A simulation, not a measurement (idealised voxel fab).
Name of the process module below: voxel trench capacitor
Cross-sectional view cut (width: 275 nm; square cell size: 5 nm).
The cross-sections in this document take the form of a grid made of square cells. They are written out as bands, in order from top to bottom. Each band consists of one or more rows of cells. Look at the band entry: it leads with the top's height and the bottom's height in nm. Then it lists the materials left to right, with a width in nm for each. The word "all across" on a single material says that material fills the band edge to edge. The word "empty" is empty space. Height reference: 0 = level under which incoming wafer is all one material. Lowest band: no bottom, runs on downward, e.g. "0 and below". Quick explanation for "30->40": the width changes in equal steps down the rows of cells, from the first number in the band's top row to the second number in its bottom row. Step note "nothing was modified" = no cross-section cell changed. Reported under the label "Fully closed voids" are the empty spaces having no open way to the top and comprising 8 cells or more; the notation for each is width x height at distance, in which the distance is measured from the left edge and all three values are in nm. Heads up: the bit after the settings on a step's line is the simulator's remark on that step. The line of a step may include "overlay nm". On a step with a mask, this value is how far to the right of its planned place the mask lay. A negative value means the mask lay to the left.
# The following list gives the planned process steps
1 RECEIVE with material Si
2 CONFORMAL_DEP with material SiN, thk nm 5
3 PATTERN with tone open, mask id TRENCH, material resist, width nm 30, pitch nm 50, thk nm 15, overlay nm 0
4 DIRECTIONAL_ETCH with etch materials SiN, depth nm 5
5 DIRECTIONAL_ETCH with etch materials Si, depth nm 25
6 STRIP with etch materials resist
7 CONFORMAL_DEP with material HfO2, thk nm 5
8 CONFORMAL_DEP with material TiN, thk nm 5
9 FILL_DEP with material W, thk nm 10
10 CMP with height nm 5
# So this is the incoming wafer in cross-section - it's already been through step 1
    0 and below | Si all across
    Fully closed voids: none
# Here's the cross-section of the first of our two wafers at the end of the module - it ran as planned
    5 down to 0 | SiN (95); HfO2 (5); TiN (5); W (10); TiN (5); HfO2 (5); SiN (20); HfO2 (5); TiN (5); W (10); TiN (5); HfO2 (5); SiN (100)
    0 down to -15 | Si (95); HfO2 (5); TiN (5); W (10); TiN (5); HfO2 (5); Si (20); HfO2 (5); TiN (5); W (10); TiN (5); HfO2 (5); Si (100)
    -15 down to -20 | Si (95); HfO2 (5); TiN (20); HfO2 (5); Si (20); HfO2 (5); TiN (20); HfO2 (5); Si (100)
    -20 down to -25 | Si (95); HfO2 (30); Si (20); HfO2 (30); Si (100)
    -25 and below | Si all across
    Fully closed voids: none
# Wafer two (of two), end-of-module cross-section: start = wafer one, plan = wafer one, one run mistake
    5 down to 0 | SiN (105); HfO2 (5); TiN (5); W (10); TiN (5); HfO2 (5); SiN (20); HfO2 (5); TiN (5); W (10); TiN (5); HfO2 (5); SiN (90)
    0 down to -15 | Si (105); HfO2 (5); TiN (5); W (10); TiN (5); HfO2 (5); Si (20); HfO2 (5); TiN (5); W (10); TiN (5); HfO2 (5); Si (90)
    -15 down to -20 | Si (105); HfO2 (5); TiN (20); HfO2 (5); Si (20); HfO2 (5); TiN (20); HfO2 (5); Si (90)
    -20 down to -25 | Si (105); HfO2 (30); Si (20); HfO2 (30); Si (90)
    -25 and below | Si all across
    Fully closed voids: none
Run error: step 3 was run on a setting that differed from the plan, and what really ran there is PATTERN with tone open, mask id TRENCH, material resist, width nm 30, pitch nm 50, thk nm 15, overlay nm 10
When the process is done, the second wafer contains the same cell count of every material as the first wafer, but distributed over other locations.
